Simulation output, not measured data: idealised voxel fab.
A process module follows: voxel wiring stack.
This is section cut - it's 180 nm across, gridded in 5 nm square cells.
In what follows, cross-sections appear as grids of square cells, described through bands that run from the top down, where every band is one or more rows of cells. Heights first: top, then bottom, in nm. Then materials, left to right, each with a width in nm. "everywhere" on a single material: fills the band edge to edge. "air": empty space. Measure heights from 0. That's the level where, below it, the as-received wafer is all one material. The lowest band is bottomless and extends downward; write it as in "from 0 down". The notation "30..40" denotes a width that varies across the rows of cells in the band, beginning at the first number in the top row, finishing at the second number in the bottom row, and changing by an identical amount from each row to the next. The designation "everything unchanged", where it is given for a processing step, indicates that no cell of the cross-section was altered in the course of that step. The entry titled "closed voids" provides the empty spaces that have no open way to the top, restricted to those of 8 cells or more. Each is presented as width x height at distance, the distance being measured from the left edge, with all three in nm. Past the settings on a step's line: simulator remark, on that step. overlay nm: mask offset rightward from planned place, masked step; negative means leftward offset.
## The planned process steps are enumerated hereunder
1) RECEIVE, material Si
2) CONFORMAL_DEP, material SiO2, thk nm 10
3) DIRECTIONAL_DEP, material TiN, thk nm 5
4) DIRECTIONAL_DEP, material W, thk nm 25
5) DIRECTIONAL_DEP, material aC, thk nm 10
6) PATTERN, tone cover, mask id METAL_1, material resist, width nm 25, pitch nm 45, thk nm 30, overlay nm 0
7) DIRECTIONAL_ETCH, etch materials aC, depth nm 10
8) STRIP, etch materials resist
9) DIRECTIONAL_ETCH, etch materials W, depth nm 25
10) DIRECTIONAL_ETCH, etch materials TiN, depth nm 5
11) STRIP, etch materials aC
12) CONFORMAL_DEP, material SiN, thk nm 5
13) FILL_DEP, material lowk, thk nm 10
14) CMP, height nm 40
15) CONFORMAL_DEP, material SiCN, thk nm 5
16) DIRECTIONAL_DEP, material lowk, thk nm 30
17) DIRECTIONAL_DEP, material aC, thk nm 15
18) PATTERN, tone open, mask id METAL_2_HOLES, material resist, width nm 15, pitch nm 45, thk nm 35, overlay nm 0
19) DIRECTIONAL_ETCH, etch materials aC, depth nm 15
20) STRIP, etch materials resist
21) DIRECTIONAL_ETCH, etch materials lowk, depth nm 30
22) STRIP, etch materials aC
23) DIRECTIONAL_DEP, material aC, thk nm 15
24) PATTERN, tone open, mask id METAL_2, material resist, width nm 25, pitch nm 45, thk nm 30, overlay nm 0
25) DIRECTIONAL_ETCH, etch materials aC, depth nm 15
26) STRIP, etch materials resist
27) DIRECTIONAL_ETCH, etch materials lowk, depth nm 20
28) DIRECTIONAL_ETCH, etch materials SiCN, depth nm 5
29) STRIP, etch materials aC
30) CONFORMAL_DEP, material TiN, thk nm 5
31) FILL_DEP, material Cu, thk nm 5
32) CMP, height nm 75
33) CONFORMAL_DEP, material SiCN, thk nm 5
34) DIRECTIONAL_DEP, material lowk, thk nm 25
35) DIRECTIONAL_DEP, material aC, thk nm 10
36) PATTERN, tone open, mask id METAL_3_HOLES, material resist, width nm 15, thk nm 25, overlay nm 0
37) DIRECTIONAL_ETCH, etch materials aC, depth nm 10
38) STRIP, etch materials resist
39) DIRECTIONAL_ETCH, etch materials lowk, depth nm 25
40) STRIP, etch materials aC
41) PATTERN, tone open, mask id METAL_3, material resist, width nm 15, pitch nm 45, thk nm 20, overlay nm 0
42) DIRECTIONAL_ETCH, etch materials lowk, depth nm 15
43) DIRECTIONAL_ETCH, etch materials SiCN, depth nm 5
44) STRIP, etch materials resist
45) CONFORMAL_DEP, material TiN, thk nm 5
46) FILL_DEP, material Cu, thk nm 10
47) CMP, height nm 105
48) CONFORMAL_DEP, material SiCN, thk nm 5
49) DIRECTIONAL_DEP, material SiO2, thk nm 25
50) MASKED_ETCH, tone open, mask id METAL_4_HOLES, width nm 15, etch materials SiO2, depth nm 25, overlay nm 0
51) DIRECTIONAL_DEP, material aC, thk nm 15
52) PATTERN, tone open, mask id METAL_4, material resist, width nm 25, pitch nm 45, thk nm 35, overlay nm 0
53) DIRECTIONAL_ETCH, etch materials aC, depth nm 15
54) STRIP, etch materials resist
55) DIRECTIONAL_ETCH, etch materials SiO2, depth nm 15
56) DIRECTIONAL_ETCH, etch materials SiCN, depth nm 5
57) STRIP, etch materials aC
58) CONFORMAL_DEP, material TiN, thk nm 5
59) FILL_DEP, material Cu, thk nm 5
60) CMP, height nm 135
61) CONFORMAL_DEP, material SiCN, thk nm 5
What sets these wafers apart? The width nm at step 41. They all start alike, and the plan carries the first wafer's value.
## Cross-section of the first of several wafers as received (after step 1)
* from 0 down = Si everywhere
* closed voids: none
## Once step 61, the last step, is complete, the module is at its end; this is the cross-section of the first of several wafers
* from 140 to 135 = SiCN everywhere
* from 135 to 125 = SiO2 55  TiN 5  Cu 15  TiN 5  SiO2 20  TiN 5  Cu 15  TiN 5  SiO2 55
* from 125 to 120 = SiO2 55  TiN 5  Cu 5  TiN 15  SiO2 20  TiN 25  SiO2 55
* from 120 to 110 = SiO2 55  TiN 5  Cu 5  TiN 5  SiO2 110
* from 110 to 105 = SiCN 55  TiN 15  SiCN 110
* from 105 to 95 = lowk 55  TiN 5  Cu 10  TiN 5  lowk 30  TiN 5  Cu 5  TiN 5  lowk 60
* from 95 to 90 = lowk 55  TiN 5  Cu 5  TiN 10  lowk 30  TiN 15  lowk 60
* from 90 to 85 = lowk 55  TiN 5  Cu 5  TiN 5  lowk 110
* from 85 to 80 = lowk 55  TiN 15  lowk 110
* from 80 to 75 = SiCN 60  TiN 10  SiCN 110
* from 75 to 60 = lowk 55  TiN 5  Cu 15  TiN 5  lowk 20  TiN 5  Cu 15  TiN 5  lowk 55
* from 60 to 55 = lowk 55  TiN 5  Cu 5  TiN 15  lowk 20  TiN 5  Cu 5  TiN 15  lowk 55
* from 55 to 45 = lowk 55  TiN 5  Cu 5  TiN 5  lowk 30  TiN 5  Cu 5  TiN 5  lowk 65
* from 45 to 40 = SiCN 55  TiN 15  SiCN 30  TiN 15  SiCN 65
* from 40 to 15 = lowk 50  SiN 5  W 25  SiN 5  lowk 10  SiN 5  W 25  SiN 5  lowk 50
* from 15 to 10 = SiN 55  TiN 25  SiN 20  TiN 25  SiN 55
* from 10 to 0 = SiO2 everywhere
* from 0 down = Si everywhere
* closed voids: none
## Module end, final wafer: cross-section
* from 140 to 135 = SiCN everywhere
* from 135 to 125 = SiO2 55  TiN 5  Cu 15  TiN 5  SiO2 20  TiN 5  Cu 15  TiN 5  SiO2 55
* from 125 to 120 = SiO2 55  TiN 5  Cu 5  TiN 15  SiO2 20  TiN 25  SiO2 55
* from 120 to 110 = SiO2 55  TiN 5  Cu 5  TiN 5  SiO2 110
* from 110 to 105 = SiCN 55  TiN 15  SiCN 110
* from 105 to 95 = lowk 55  TiN 5  Cu 20  TiN 5  lowk 15  TiN 5  Cu 20  TiN 5  lowk 50
* from 95 to 90 = lowk 55  TiN 5  Cu 5  TiN 20  lowk 15  TiN 30  lowk 50
* from 90 to 80 = lowk 55  TiN 5  Cu 5  TiN 5  lowk 110
* from 80 to 75 = SiCN 55  TiN 15  SiCN 110
* from 75 to 60 = lowk 55  TiN 5  Cu 15  TiN 5  lowk 20  TiN 5  Cu 15  TiN 5  lowk 55
* from 60 to 55 = lowk 55  TiN 5  Cu 5  TiN 15  lowk 20  TiN 5  Cu 5  TiN 15  lowk 55
* from 55 to 45 = lowk 55  TiN 5  Cu 5  TiN 5  lowk 30  TiN 5  Cu 5  TiN 5  lowk 65
* from 45 to 40 = SiCN 55  TiN 15  SiCN 30  TiN 15  SiCN 65
* from 40 to 15 = lowk 50  SiN 5  W 25  SiN 5  lowk 10  SiN 5  W 25  SiN 5  lowk 50
* from 15 to 10 = SiN 55  TiN 25  SiN 20  TiN 25  SiN 55
* from 10 to 0 = SiO2 everywhere
* from 0 down = Si everywhere
* closed voids: none
## wafer rows; end of module; cells per material since receipt: (+) gained, (-) lost; then closed voids
width nm 15 | +47 Cu | +133 SiCN | +46 SiN | +216 SiO2 | +89 TiN | +50 W | +427 lowk | closed voids: none
width nm 20 | +51 Cu | +133 SiCN | +46 SiN | +216 SiO2 | +91 TiN | +50 W | +421 lowk | closed voids: none
width nm 25 | +54 Cu | +132 SiCN | +46 SiN | +216 SiO2 | +92 TiN | +50 W | +418 lowk | closed voids: none
width nm 30 | +58 Cu | +132 SiCN | +46 SiN | +216 SiO2 | +94 TiN | +50 W | +412 lowk | closed voids: none
